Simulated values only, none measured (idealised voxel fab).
Process module heading - voxel wiring stack
The width of the displayed cross-section, cut, is 270 nm; its cells are square, with a size of 5 nm.
A cross-section is written here as square cells arranged in a grid, and it is given in bands from the top down, each band taking up one or more rows of cells. This entry defines a band. It first specifies the height of the band's top and the height of its bottom in nm, and then specifies the band's materials from left to right, stating each material with its width in nm. The word "full width" identifies a single material that fills the band from edge to edge, while the word "air" identifies empty space. Beneath 0, the wafer as received is one material, and that level is where height counting begins. The lowest band goes on downward without a bottom; it is written like "0 -> down". Width "30 to 40": first value at the band's top row of cells, second value at its bottom row, equal change from row to row. A step reported as "no alterations made" is a step in which no cell of the cross-section changed. The label "Sealed void list" introduces a list of the empty spaces, 8 cells or larger, that have no open way up to the top; each entry in it reads width x height at distance, where the distance is taken from the left edge and all three are stated in nm. Note: text after step settings on the step line = simulator remark on that step. overlay nm, on a step with a mask: how far to the right of its planned place the mask lay; to the left if negative.

### Steps planned for the process
1: RECEIVE with material Si
2: CONFORMAL_DEP with material SiO2, thk nm 10
3: DIRECTIONAL_DEP with material TiN, thk nm 5
4: DIRECTIONAL_DEP with material Ru, thk nm 25
5: DIRECTIONAL_DEP with material aC, thk nm 10
6: PATTERN with tone cover, mask id METAL_1, material resist, width nm 20, pitch nm 45, thk nm 25, overlay nm 0
7: DIRECTIONAL_ETCH with etch materials aC, depth nm 10
8: STRIP with etch materials resist
9: DIRECTIONAL_ETCH with etch materials Ru, depth nm 25
10: DIRECTIONAL_ETCH with etch materials TiN, depth nm 5
11: STRIP with etch materials aC
12: CONFORMAL_DEP with material SiCN, thk nm 5
13: FILL_DEP with material SiO2, thk nm 10
14: CMP with height nm 40
15: CONFORMAL_DEP with material SiCN, thk nm 5
16: DIRECTIONAL_DEP with material lowk, thk nm 10
17: PATTERN with tone open, mask id PLUG_1, material resist, width nm 15, pitch nm 90, thk nm 20, overlay nm 0
18: DIRECTIONAL_ETCH with etch materials lowk, depth nm 10
19: DIRECTIONAL_ETCH with etch materials SiCN, depth nm 5
20: STRIP with etch materials resist
21: CONFORMAL_DEP with material TiN, thk nm 5
22: FILL_DEP with material Ru, thk nm 10
23: CMP with height nm 55
24: CONFORMAL_DEP with material SiCN, thk nm 5
25: DIRECTIONAL_DEP with material lowk, thk nm 20
26: PATTERN with tone open, mask id METAL_2, material resist, width nm 20, pitch nm 45, thk nm 15, overlay nm 0
27: DIRECTIONAL_ETCH with etch materials lowk, depth nm 20
28: DIRECTIONAL_ETCH with etch materials SiCN, depth nm 5
29: STRIP with etch materials resist
30: CONFORMAL_DEP with material TiN, thk nm 5
31: FILL_DEP with material W, thk nm 10
32: CMP with height nm 80
33: CONFORMAL_DEP with material SiCN, thk nm 5
34: DIRECTIONAL_DEP with material lowk, thk nm 30
35: DIRECTIONAL_DEP with material aC, thk nm 10
36: PATTERN with tone open, mask id METAL_3, material resist, width nm 20, pitch nm 45, thk nm 30, overlay nm 0
37: DIRECTIONAL_ETCH with etch materials aC, depth nm 10
38: STRIP with etch materials resist
39: DIRECTIONAL_ETCH with etch materials lowk, depth nm 20
40: STRIP with etch materials aC
41: DIRECTIONAL_DEP with material aC, thk nm 10
42: PATTERN with tone open, mask id METAL_3_HOLES, material resist, width nm 15, pitch nm 90, thk nm 30, overlay nm 0
43: DIRECTIONAL_ETCH with etch materials aC, depth nm 10
44: STRIP with etch materials resist
45: DIRECTIONAL_ETCH with etch materials lowk, depth nm 10
46: DIRECTIONAL_ETCH with etch materials SiCN, depth nm 5
47: STRIP with etch materials aC
48: CONFORMAL_DEP with material TiN, thk nm 5
49: FILL_DEP with material Ru, thk nm 10
50: CMP with height nm 115
51: CONFORMAL_DEP with material SiCN, thk nm 5
52: DIRECTIONAL_DEP with material SiO2, thk nm 10
53: DIRECTIONAL_DEP with material aC, thk nm 15
54: PATTERN with tone open, mask id PLUG_3, material resist, width nm 15, pitch nm 45, thk nm 35, overlay nm 0
55: DIRECTIONAL_ETCH with etch materials aC, depth nm 15
56: STRIP with etch materials resist
57: DIRECTIONAL_ETCH with etch materials SiO2, depth nm 10
58: DIRECTIONAL_ETCH with etch materials SiCN, depth nm 5
59: STRIP with etch materials aC
60: EPI with material Ru, thk nm 10
61: EPI with material Ru, thk nm 5
62: CONFORMAL_DEP with material SiCN, thk nm 5
63: DIRECTIONAL_DEP with material SiO2, thk nm 20
64: PATTERN with tone open, mask id METAL_4, material resist, width nm 20, pitch nm 45, thk nm 20, overlay nm 0
65: DIRECTIONAL_ETCH with etch materials SiO2, depth nm 20
66: DIRECTIONAL_ETCH with etch materials SiCN, depth nm 5
67: STRIP with etch materials resist
68: CONFORMAL_DEP with material TiN, thk nm 5
69: FILL_DEP with material W, thk nm 5
70: CMP with height nm 155
71: CONFORMAL_DEP with material SiCN, thk nm 5

### The first wafer of two, processed as planned

### Cross-section of the wafer at receipt, which is the condition after step 1
  0 -> down | Si full width
  Sealed void list: none

### State of the wafer after step 2, shown in cross-section
  10 -> 0 | SiO2 full width
  All layers under 0 are left as they were.

### State of the wafer after step 3, shown in cross-section
  15 -> 10 | TiN full width
  All layers under 10 are left as they were.

### State of the wafer after step 4, shown in cross-section
  40 -> 15 | Ru full width
  All layers under 15 are left as they were.

### State of the wafer after step 5, shown in cross-section
  50 -> 40 | aC full width
  All layers under 40 are left as they were.

### State of the wafer after step 6, shown in cross-section
  75 -> 50 | air=55, resist=20, air=25, resist=20, air=25, resist=20, air=25, resist=20, air=60
  All layers under 50 are left as they were.

### State of the wafer after step 7, shown in cross-section
  65 -> 50 | air=55, resist=20, air=25, resist=20, air=25, resist=20, air=25, resist=20, air=60
  50 -> 40 | air=55, aC=20, air=25, aC=20, air=25, aC=20, air=25, aC=20, air=60
  All layers under 40 are left as they were.

### State of the wafer after step 8, shown in cross-section
  50 -> 40 | air=55, aC=20, air=25, aC=20, air=25, aC=20, air=25, aC=20, air=60
  All layers under 40 are left as they were.

### State of the wafer after step 9, shown in cross-section
  50 -> 40 | air=55, aC=20, air=25, aC=20, air=25, aC=20, air=25, aC=20, air=60
  40 -> 15 | air=55, Ru=20, air=25, Ru=20, air=25, Ru=20, air=25, Ru=20, air=60
  All layers under 15 are left as they were.

### State of the wafer after step 10, shown in cross-section
  50 -> 40 | air=55, aC=20, air=25, aC=20, air=25, aC=20, air=25, aC=20, air=60
  40 -> 15 | air=55, Ru=20, air=25, Ru=20, air=25, Ru=20, air=25, Ru=20, air=60
  15 -> 10 | air=55, TiN=20, air=25, TiN=20, air=25, TiN=20, air=25, TiN=20, air=60
  All layers under 10 are left as they were.

### State of the wafer after step 11, shown in cross-section
  40 -> 15 | air=55, Ru=20, air=25, Ru=20, air=25, Ru=20, air=25, Ru=20, air=60
  All layers under 15 are left as they were.

### State of the wafer after step 12, shown in cross-section
  45 -> 40 | air=50, SiCN=30, air=15, SiCN=30, air=15, SiCN=30, air=15, SiCN=30, air=55
  40 -> 15 | air=50, SiCN=5, Ru=20, SiCN=5, air=15, SiCN=5, Ru=20, SiCN=5, air=15, SiCN=5, Ru=20, SiCN=5, air=15, SiCN=5, Ru=20, SiCN=5, air=55
  15 -> 10 | SiCN=55, TiN=20, SiCN=25, TiN=20, SiCN=25, TiN=20, SiCN=25, TiN=20, SiCN=60
  All layers under 10 are left as they were.

### State of the wafer after step 13, shown in cross-section
  55 -> 45 | SiO2 full width
  45 -> 40 | SiO2=50, SiCN=30, SiO2=15, SiCN=30, SiO2=15, SiCN=30, SiO2=15, SiCN=30, SiO2=55
  40 -> 15 | SiO2=50, SiCN=5, Ru=20, SiCN=5, SiO2=15, SiCN=5, Ru=20, SiCN=5, SiO2=15, SiCN=5, Ru=20, SiCN=5, SiO2=15, SiCN=5, Ru=20, SiCN=5, SiO2=55
  All layers under 15 are left as they were.

### State of the wafer after step 14, shown in cross-section
  40 -> 15 | SiO2=50, SiCN=5, Ru=20, SiCN=5, SiO2=15, SiCN=5, Ru=20, SiCN=5, SiO2=15, SiCN=5, Ru=20, SiCN=5, SiO2=15, SiCN=5, Ru=20, SiCN=5, SiO2=55
  All layers under 15 are left as they were.

### State of the wafer after step 15, shown in cross-section
  45 -> 40 | SiCN full width
  All layers under 40 are left as they were.

### State of the wafer after step 16, shown in cross-section
  55 -> 45 | lowk full width
  All layers under 45 are left as they were.

### State of the wafer after step 17, shown in cross-section
  75 -> 55 | resist=55, air=15, resist=75, air=15, resist=110
  All layers under 55 are left as they were.

### State of the wafer after step 18, shown in cross-section
  75 -> 55 | resist=55, air=15, resist=75, air=15, resist=110
  55 -> 45 | lowk=55, air=15, lowk=75, air=15, lowk=110
  All layers under 45 are left as they were.

### State of the wafer after step 19, shown in cross-section
  75 -> 55 | resist=55, air=15, resist=75, air=15, resist=110
  55 -> 45 | lowk=55, air=15, lowk=75, air=15, lowk=110
  45 -> 40 | SiCN=55, air=15, SiCN=75, air=15, SiCN=110
  All layers under 40 are left as they were.

### State of the wafer after step 20, shown in cross-section
  55 -> 45 | lowk=55, air=15, lowk=75, air=15, lowk=110
  All layers under 45 are left as they were.

### State of the wafer after step 21, shown in cross-section
  60 -> 55 | TiN=60, air=5, TiN=85, air=5, TiN=115
  55 -> 45 | lowk=55, TiN=5, air=5, TiN=5, lowk=75, TiN=5, air=5, TiN=5, lowk=110
  45 -> 40 | SiCN=55, TiN=15, SiCN=75, TiN=15, SiCN=110
  All layers under 40 are left as they were.

### State of the wafer after step 22, shown in cross-section
  70 -> 60 | Ru full width
  60 -> 55 | TiN=60, Ru=5, TiN=85, Ru=5, TiN=115
  55 -> 45 | lowk=55, TiN=5, Ru=5, TiN=5, lowk=75, TiN=5, Ru=5, TiN=5, lowk=110
  All layers under 45 are left as they were.

### State of the wafer after step 23, shown in cross-section
  55 -> 45 | lowk=55, TiN=5, Ru=5, TiN=5, lowk=75, TiN=5, Ru=5, TiN=5, lowk=110
  All layers under 45 are left as they were.

### State of the wafer after step 24, shown in cross-section
  60 -> 55 | SiCN full width
  All layers under 55 are left as they were.

### State of the wafer after step 25, shown in cross-section
  80 -> 60 | lowk full width
  All layers under 60 are left as they were.

### State of the wafer after step 26, shown in cross-section
  95 -> 80 | resist=55, air=20, resist=25, air=20, resist=25, air=20, resist=25, air=20, resist=60
  All layers under 80 are left as they were.

### State of the wafer after step 27, shown in cross-section
  95 -> 80 | resist=55, air=20, resist=25, air=20, resist=25, air=20, resist=25, air=20, resist=60
  80 -> 60 | lowk=55, air=20, lowk=25, air=20, lowk=25, air=20, lowk=25, air=20, lowk=60
  All layers under 60 are left as they were.

### State of the wafer after step 28, shown in cross-section
  95 -> 80 | resist=55, air=20, resist=25, air=20, resist=25, air=20, resist=25, air=20, resist=60
  80 -> 60 | lowk=55, air=20, lowk=25, air=20, lowk=25, air=20, lowk=25, air=20, lowk=60
  60 -> 55 | SiCN=55, air=20, SiCN=25, air=20, SiCN=25, air=20, SiCN=25, air=20, SiCN=60
  All layers under 55 are left as they were.

### State of the wafer after step 29, shown in cross-section
  80 -> 60 | lowk=55, air=20, lowk=25, air=20, lowk=25, air=20, lowk=25, air=20, lowk=60
  All layers under 60 are left as they were.

### State of the wafer after step 30, shown in cross-section
  85 -> 80 | TiN=60, air=10, TiN=35, air=10, TiN=35, air=10, TiN=35, air=10, TiN=65
  80 -> 60 | lowk=55, TiN=5, air=10, TiN=5, lowk=25, TiN=5, air=10, TiN=5, lowk=25, TiN=5, air=10, TiN=5, lowk=25, TiN=5, air=10, TiN=5, lowk=60
  60 -> 55 | SiCN=55, TiN=20, SiCN=25, TiN=20, SiCN=25, TiN=20, SiCN=25, TiN=20, SiCN=60
  All layers under 55 are left as they were.

### State of the wafer after step 31, shown in cross-section
  95 -> 85 | W full width
  85 -> 80 | TiN=60, W=10, TiN=35, W=10, TiN=35, W=10, TiN=35, W=10, TiN=65
  80 -> 60 | lowk=55, TiN=5, W=10, TiN=5, lowk=25, TiN=5, W=10, TiN=5, lowk=25, TiN=5, W=10, TiN=5, lowk=25, TiN=5, W=10, TiN=5, lowk=60
  All layers under 60 are left as they were.

### State of the wafer after step 32, shown in cross-section
  80 -> 60 | lowk=55, TiN=5, W=10, TiN=5, lowk=25, TiN=5, W=10, TiN=5, lowk=25, TiN=5, W=10, TiN=5, lowk=25, TiN=5, W=10, TiN=5, lowk=60
  All layers under 60 are left as they were.

### State of the wafer after step 33, shown in cross-section
  85 -> 80 | SiCN full width
  All layers under 80 are left as they were.

### State of the wafer after step 34, shown in cross-section
  115 -> 85 | lowk full width
  All layers under 85 are left as they were.

### State of the wafer after step 35, shown in cross-section
  125 -> 115 | aC full width
  All layers under 115 are left as they were.

### State of the wafer after step 36, shown in cross-section
  155 -> 125 | resist=55, air=20, resist=25, air=20, resist=25, air=20, resist=25, air=20, resist=60
  All layers under 125 are left as they were.

### State of the wafer after step 37, shown in cross-section
  145 -> 125 | resist=55, air=20, resist=25, air=20, resist=25, air=20, resist=25, air=20, resist=60
  125 -> 115 | aC=55, air=20, aC=25, air=20, aC=25, air=20, aC=25, air=20, aC=60
  All layers under 115 are left as they were.

### State of the wafer after step 38, shown in cross-section
  125 -> 115 | aC=55, air=20, aC=25, air=20, aC=25, air=20, aC=25, air=20, aC=60
  All layers under 115 are left as they were.

### State of the wafer after step 39, shown in cross-section
  125 -> 115 | aC=55, air=20, aC=25, air=20, aC=25, air=20, aC=25, air=20, aC=60
  115 -> 95 | lowk=55, air=20, lowk=25, air=20, lowk=25, air=20, lowk=25, air=20, lowk=60
  All layers under 95 are left as they were.

### State of the wafer after step 40, shown in cross-section
  115 -> 95 | lowk=55, air=20, lowk=25, air=20, lowk=25, air=20, lowk=25, air=20, lowk=60
  All layers under 95 are left as they were.

### State of the wafer after step 41, shown in cross-section
  125 -> 115 | aC=55, air=20, aC=25, air=20, aC=25, air=20, aC=25, air=20, aC=60
  115 -> 105 | lowk=55, air=20, lowk=25, air=20, lowk=25, air=20, lowk=25, air=20, lowk=60
  105 -> 95 | lowk=55, aC=20, lowk=25, aC=20, lowk=25, aC=20, lowk=25, aC=20, lowk=60
  All layers under 95 are left as they were.

### State of the wafer after step 42, shown in cross-section
  155 -> 125 | resist=55, air=15, resist=75, air=15, resist=110
  125 -> 115 | aC=55, air=15, resist=5, aC=25, resist=20, aC=25, air=15, resist=5, aC=25, resist=20, aC=60
  115 -> 105 | lowk=55, air=15, resist=5, lowk=25, resist=20, lowk=25, air=15, resist=5, lowk=25, resist=20, lowk=60
  All layers under 105 are left as they were.

### State of the wafer after step 43, shown in cross-section
  145 -> 125 | resist=55, air=15, resist=75, air=15, resist=110
  125 -> 115 | aC=55, air=15, resist=5, aC=25, resist=20, aC=25, air=15, resist=5, aC=25, resist=20, aC=60
  115 -> 105 | lowk=55, air=15, resist=5, lowk=25, resist=20, lowk=25, air=15, resist=5, lowk=25, resist=20, lowk=60
  105 -> 95 | lowk=55, air=15, aC=5, lowk=25, aC=20, lowk=25, air=15, aC=5, lowk=25, aC=20, lowk=60
  All layers under 95 are left as they were.

### State of the wafer after step 44, shown in cross-section
  125 -> 115 | aC=55, air=20, aC=25, air=20, aC=25, air=20, aC=25, air=20, aC=60
  115 -> 105 | lowk=55, air=20, lowk=25, air=20, lowk=25, air=20, lowk=25, air=20, lowk=60
  All layers under 105 are left as they were.

### State of the wafer after step 45, shown in cross-section
  125 -> 115 | aC=55, air=20, aC=25, air=20, aC=25, air=20, aC=25, air=20, aC=60
  115 -> 105 | lowk=55, air=20, lowk=25, air=20, lowk=25, air=20, lowk=25, air=20, lowk=60
  105 -> 95 | lowk=55, air=15, aC=5, lowk=25, aC=20, lowk=25, air=15, aC=5, lowk=25, aC=20, lowk=60
  95 -> 85 | lowk=55, air=15, lowk=75, air=15, lowk=110
  All layers under 85 are left as they were.

### State of the wafer after step 46, shown in cross-section
  125 -> 115 | aC=55, air=20, aC=25, air=20, aC=25, air=20, aC=25, air=20, aC=60
  115 -> 105 | lowk=55, air=20, lowk=25, air=20, lowk=25, air=20, lowk=25, air=20, lowk=60
  105 -> 95 | lowk=55, air=15, aC=5, lowk=25, aC=20, lowk=25, air=15, aC=5, lowk=25, aC=20, lowk=60
  95 -> 85 | lowk=55, air=15, lowk=75, air=15, lowk=110
  85 -> 80 | SiCN=55, air=15, SiCN=75, air=15, SiCN=110
  All layers under 80 are left as they were.

### State of the wafer after step 47, shown in cross-section
  115 -> 95 | lowk=55, air=20, lowk=25, air=20, lowk=25, air=20, lowk=25, air=20, lowk=60
  All layers under 95 are left as they were.

### State of the wafer after step 48, shown in cross-section
  120 -> 115 | TiN=60, air=10, TiN=35, air=10, TiN=35, air=10, TiN=35, air=10, TiN=65
  115 -> 100 | lowk=55, TiN=5, air=10, TiN=5, lowk=25, TiN=5, air=10, TiN=5, lowk=25, TiN=5, air=10, TiN=5, lowk=25, TiN=5, air=10, TiN=5, lowk=60
  100 -> 95 | lowk=55, TiN=5, air=5, TiN=10, lowk=25, TiN=20, lowk=25, TiN=5, air=5, TiN=10, lowk=25, TiN=20, lowk=60
  95 -> 85 | lowk=55, TiN=5, air=5, TiN=5, lowk=75, TiN=5, air=5, TiN=5, lowk=110
  85 -> 80 | SiCN=55, TiN=15, SiCN=75, TiN=15, SiCN=110
  All layers under 80 are left as they were.

### State of the wafer after step 49, shown in cross-section
  130 -> 120 | Ru full width
  120 -> 115 | TiN=60, Ru=10, TiN=35, Ru=10, TiN=35, Ru=10, TiN=35, Ru=10, TiN=65
  115 -> 100 | lowk=55, TiN=5, Ru=10, TiN=5, lowk=25, TiN=5, Ru=10, TiN=5, lowk=25, TiN=5, Ru=10, TiN=5, lowk=25, TiN=5, Ru=10, TiN=5, lowk=60
  100 -> 95 | lowk=55, TiN=5, Ru=5, TiN=10, lowk=25, TiN=20, lowk=25, TiN=5, Ru=5, TiN=10, lowk=25, TiN=20, lowk=60
  95 -> 85 | lowk=55, TiN=5, Ru=5, TiN=5, lowk=75, TiN=5, Ru=5, TiN=5, lowk=110
  All layers under 85 are left as they were.

### State of the wafer after step 50, shown in cross-section
  115 -> 100 | lowk=55, TiN=5, Ru=10, TiN=5, lowk=25, TiN=5, Ru=10, TiN=5, lowk=25, TiN=5, Ru=10, TiN=5, lowk=25, TiN=5, Ru=10, TiN=5, lowk=60
  All layers under 100 are left as they were.

### State of the wafer after step 51, shown in cross-section
  120 -> 115 | SiCN full width
  All layers under 115 are left as they were.

### State of the wafer after step 52, shown in cross-section
  130 -> 120 | SiO2 full width
  All layers under 120 are left as they were.

### State of the wafer after step 53, shown in cross-section
  145 -> 130 | aC full width
  All layers under 130 are left as they were.

### State of the wafer after step 54, shown in cross-section
  180 -> 145 | resist=55, air=15, resist=30, air=15, resist=30, air=15, resist=30, air=15, resist=65
  All layers under 145 are left as they were.

### State of the wafer after step 55, shown in cross-section
  165 -> 145 | resist=55, air=15, resist=30, air=15, resist=30, air=15, resist=30, air=15, resist=65
  145 -> 130 | aC=55, air=15, aC=30, air=15, aC=30, air=15, aC=30, air=15, aC=65
  All layers under 130 are left as they were.

### State of the wafer after step 56, shown in cross-section
  145 -> 130 | aC=55, air=15, aC=30, air=15, aC=30, air=15, aC=30, air=15, aC=65
  All layers under 130 are left as they were.

### State of the wafer after step 57, shown in cross-section
  145 -> 130 | aC=55, air=15, aC=30, air=15, aC=30, air=15, aC=30, air=15, aC=65
  130 -> 120 | SiO2=55, air=15, SiO2=30, air=15, SiO2=30, air=15, SiO2=30, air=15, SiO2=65
  All layers under 120 are left as they were.

### State of the wafer after step 58, shown in cross-section
  145 -> 130 | aC=55, air=15, aC=30, air=15, aC=30, air=15, aC=30, air=15, aC=65
  130 -> 120 | SiO2=55, air=15, SiO2=30, air=15, SiO2=30, air=15, SiO2=30, air=15, SiO2=65
  120 -> 115 | SiCN=55, air=15, SiCN=30, air=15, SiCN=30, air=15, SiCN=30, air=15, SiCN=65
  All layers under 115 are left as they were.

### State of the wafer after step 59, shown in cross-section
  130 -> 120 | SiO2=55, air=15, SiO2=30, air=15, SiO2=30, air=15, SiO2=30, air=15, SiO2=65
  All layers under 120 are left as they were.

### State of the wafer after step 60, shown in cross-section
  130 -> 125 | SiO2=55, air=15, SiO2=30, air=15, SiO2=30, air=15, SiO2=30, air=15, SiO2=65
  125 -> 120 | SiO2=55, Ru=15, SiO2=30, Ru=15, SiO2=30, Ru=15, SiO2=30, Ru=15, SiO2=65
  120 -> 115 | SiCN=55, Ru=15, SiCN=30, Ru=15, SiCN=30, Ru=15, SiCN=30, Ru=15, SiCN=65
  All layers under 115 are left as they were.

### State of the wafer after step 61, shown in cross-section
  130 -> 120 | SiO2=55, Ru=15, SiO2=30, Ru=15, SiO2=30, Ru=15, SiO2=30, Ru=15, SiO2=65
  All layers under 120 are left as they were.

### State of the wafer after step 62, shown in cross-section
  135 -> 130 | SiCN full width
  All layers under 130 are left as they were.

### State of the wafer after step 63, shown in cross-section
  155 -> 135 | SiO2 full width
  All layers under 135 are left as they were.

### State of the wafer after step 64, shown in cross-section
  175 -> 155 | resist=55, air=20, resist=25, air=20, resist=25, air=20, resist=25, air=20, resist=60
  All layers under 155 are left as they were.

### State of the wafer after step 65, shown in cross-section
  175 -> 155 | resist=55, air=20, resist=25, air=20, resist=25, air=20, resist=25, air=20, resist=60
  155 -> 135 | SiO2=55, air=20, SiO2=25, air=20, SiO2=25, air=20, SiO2=25, air=20, SiO2=60
  All layers under 135 are left as they were.

### State of the wafer after step 66, shown in cross-section
  175 -> 155 | resist=55, air=20, resist=25, air=20, resist=25, air=20, resist=25, air=20, resist=60
  155 -> 135 | SiO2=55, air=20, SiO2=25, air=20, SiO2=25, air=20, SiO2=25, air=20, SiO2=60
  135 -> 130 | SiCN=55, air=20, SiCN=25, air=20, SiCN=25, air=20, SiCN=25, air=20, SiCN=60
  All layers under 130 are left as they were.

### State of the wafer after step 67, shown in cross-section
  155 -> 135 | SiO2=55, air=20, SiO2=25, air=20, SiO2=25, air=20, SiO2=25, air=20, SiO2=60
  All layers under 135 are left as they were.

### State of the wafer after step 68, shown in cross-section
  160 -> 155 | TiN=60, air=10, TiN=35, air=10, TiN=35, air=10, TiN=35, air=10, TiN=65
  155 -> 135 | SiO2=55, TiN=5, air=10, TiN=5, SiO2=25, TiN=5, air=10, TiN=5, SiO2=25, TiN=5, air=10, TiN=5, SiO2=25, TiN=5, air=10, TiN=5, SiO2=60
  135 -> 130 | SiCN=55, TiN=20, SiCN=25, TiN=20, SiCN=25, TiN=20, SiCN=25, TiN=20, SiCN=60
  All layers under 130 are left as they were.

### State of the wafer after step 69, shown in cross-section
  165 -> 160 | W full width
  160 -> 155 | TiN=60, W=10, TiN=35, W=10, TiN=35, W=10, TiN=35, W=10, TiN=65
  155 -> 135 | SiO2=55, TiN=5, W=10, TiN=5, SiO2=25, TiN=5, W=10, TiN=5, SiO2=25, TiN=5, W=10, TiN=5, SiO2=25, TiN=5, W=10, TiN=5, SiO2=60
  All layers under 135 are left as they were.

### State of the wafer after step 70, shown in cross-section
  155 -> 135 | SiO2=55, TiN=5, W=10, TiN=5, SiO2=25, TiN=5, W=10, TiN=5, SiO2=25, TiN=5, W=10, TiN=5, SiO2=25, TiN=5, W=10, TiN=5, SiO2=60
  All layers under 135 are left as they were.

### State of the wafer after step 71, shown in cross-section
  160 -> 155 | SiCN full width
  All layers under 155 are left as they were.

### For the second wafer, take the first wafer's start and plan, then add one mistake made in running it; everything through step 50, that step included, is shared with the first

### Cross-section of the second wafer at the time step 51 of the plan should have ended
  125 -> 115 | SiO2 full width
  All layers under 115 are left as they were.

### Cross-section of the second wafer at the time step 52 of the plan should have ended
  130 -> 125 | SiCN full width
  All layers under 125 are left as they were.

### Cross-section of the second wafer at the time step 53 of the plan should have ended
  145 -> 130 | aC full width
  All layers under 130 are left as they were.

### Cross-section of the second wafer at the time step 54 of the plan should have ended
  180 -> 145 | resist=55, air=15, resist=30, air=15, resist=30, air=15, resist=30, air=15, resist=65
  All layers under 145 are left as they were.

### Cross-section of the second wafer at the time step 55 of the plan should have ended
  165 -> 145 | resist=55, air=15, resist=30, air=15, resist=30, air=15, resist=30, air=15, resist=65
  145 -> 130 | aC=55, air=15, aC=30, air=15, aC=30, air=15, aC=30, air=15, aC=65
  All layers under 130 are left as they were.

### Cross-section of the second wafer at the time step 56 of the plan should have ended
  145 -> 130 | aC=55, air=15, aC=30, air=15, aC=30, air=15, aC=30, air=15, aC=65
  All layers under 130 are left as they were.

Cross-section of the second wafer at the time step 57 of the plan should have ended: no alterations made

### Cross-section of the second wafer at the time step 58 of the plan should have ended
  145 -> 130 | aC=55, air=15, aC=30, air=15, aC=30, air=15, aC=30, air=15, aC=65
  130 -> 125 | SiCN=55, air=15, SiCN=30, air=15, SiCN=30, air=15, SiCN=30, air=15, SiCN=65
  All layers under 125 are left as they were.

### Cross-section of the second wafer at the time step 59 of the plan should have ended
  130 -> 125 | SiCN=55, air=15, SiCN=30, air=15, SiCN=30, air=15, SiCN=30, air=15, SiCN=65
  All layers under 125 are left as they were.

Cross-section of the second wafer at the time step 60 of the plan should have ended: no alterations made

Cross-section of the second wafer at the time step 61 of the plan should have ended: no alterations made

### Cross-section of the second wafer at the time step 62 of the plan should have ended
  135 -> 130 | SiCN=60, air=5, SiCN=40, air=5, SiCN=40, air=5, SiCN=40, air=5, SiCN=70
  130 -> 125 | SiCN full width
  All layers under 125 are left as they were.

### Cross-section of the second wafer at the time step 63 of the plan should have ended
  155 -> 150 | SiO2=60, air=5, SiO2=40, air=5, SiO2=40, air=5, SiO2=40, air=5, SiO2=70
  150 -> 135 | SiO2 full width
  135 -> 130 | SiCN=60, SiO2=5, SiCN=40, SiO2=5, SiCN=40, SiO2=5, SiCN=40, SiO2=5, SiCN=70
  All layers under 130 are left as they were.

### Cross-section of the second wafer at the time step 64 of the plan should have ended
  175 -> 155 | resist=55, air=20, resist=25, air=20, resist=25, air=20, resist=25, air=20, resist=60
  All layers under 155 are left as they were.

### Cross-section of the second wafer at the time step 65 of the plan should have ended
  175 -> 155 | resist=55, air=20, resist=25, air=20, resist=25, air=20, resist=25, air=20, resist=60
  155 -> 135 | SiO2=55, air=20, SiO2=25, air=20, SiO2=25, air=20, SiO2=25, air=20, SiO2=60
  135 -> 130 | SiCN=60, air=5, SiCN=40, air=5, SiCN=40, air=5, SiCN=40, air=5, SiCN=70
  All layers under 130 are left as they were.

### Cross-section of the second wafer at the time step 66 of the plan should have ended
  175 -> 155 | resist=55, air=20, resist=25, air=20, resist=25, air=20, resist=25, air=20, resist=60
  155 -> 135 | SiO2=55, air=20, SiO2=25, air=20, SiO2=25, air=20, SiO2=25, air=20, SiO2=60
  135 -> 125 | SiCN=55 to 60, air=20 to 5, SiCN=25 to 40, air=20 to 5, SiCN=25 to 40, air=20 to 5, SiCN=25 to 40, air=20 to 5, SiCN=60 to 70
  All layers under 125 are left as they were.

### Cross-section of the second wafer at the time step 67 of the plan should have ended
  155 -> 135 | SiO2=55, air=20, SiO2=25, air=20, SiO2=25, air=20, SiO2=25, air=20, SiO2=60
  All layers under 135 are left as they were.

### Cross-section of the second wafer at the time step 68 of the plan should have ended
  160 -> 155 | TiN=60, air=10, TiN=35, air=10, TiN=35, air=10, TiN=35, air=10, TiN=65
  155 -> 135 | SiO2=55, TiN=5, air=10, TiN=5, SiO2=25, TiN=5, air=10, TiN=5, SiO2=25, TiN=5, air=10, TiN=5, SiO2=25, TiN=5, air=10, TiN=5, SiO2=60
  135 -> 125 | SiCN=55 to 60, TiN=20 to 5, SiCN=25 to 40, TiN=20 to 5, SiCN=25 to 40, TiN=20 to 5, SiCN=25 to 40, TiN=20 to 5, SiCN=60 to 70
  All layers under 125 are left as they were.

### Cross-section of the second wafer at the time step 69 of the plan should have ended
  165 -> 160 | W full width
  160 -> 155 | TiN=60, W=10, TiN=35, W=10, TiN=35, W=10, TiN=35, W=10, TiN=65
  155 -> 135 | SiO2=55, TiN=5, W=10, TiN=5, SiO2=25, TiN=5, W=10, TiN=5, SiO2=25, TiN=5, W=10, TiN=5, SiO2=25, TiN=5, W=10, TiN=5, SiO2=60
  All layers under 135 are left as they were.

### Cross-section of the second wafer at the time step 70 of the plan should have ended
  155 -> 135 | SiO2=55, TiN=5, W=10, TiN=5, SiO2=25, TiN=5, W=10, TiN=5, SiO2=25, TiN=5, W=10, TiN=5, SiO2=25, TiN=5, W=10, TiN=5, SiO2=60
  All layers under 135 are left as they were.

### Cross-section of the second wafer at the time step 71 of the plan should have ended
  160 -> 155 | SiCN full width
  All layers under 155 are left as they were.
Error vs. plan: the intended sequence of steps 51 and 52 was reversed during processing, with each occupying the position of the other
Wrapping up, a cell-based count of both wafers puts the second over or under the first for these materials: 36 fewer of Ru; 8 more of SiCN; 24 more of SiO2; 4 more of TiN
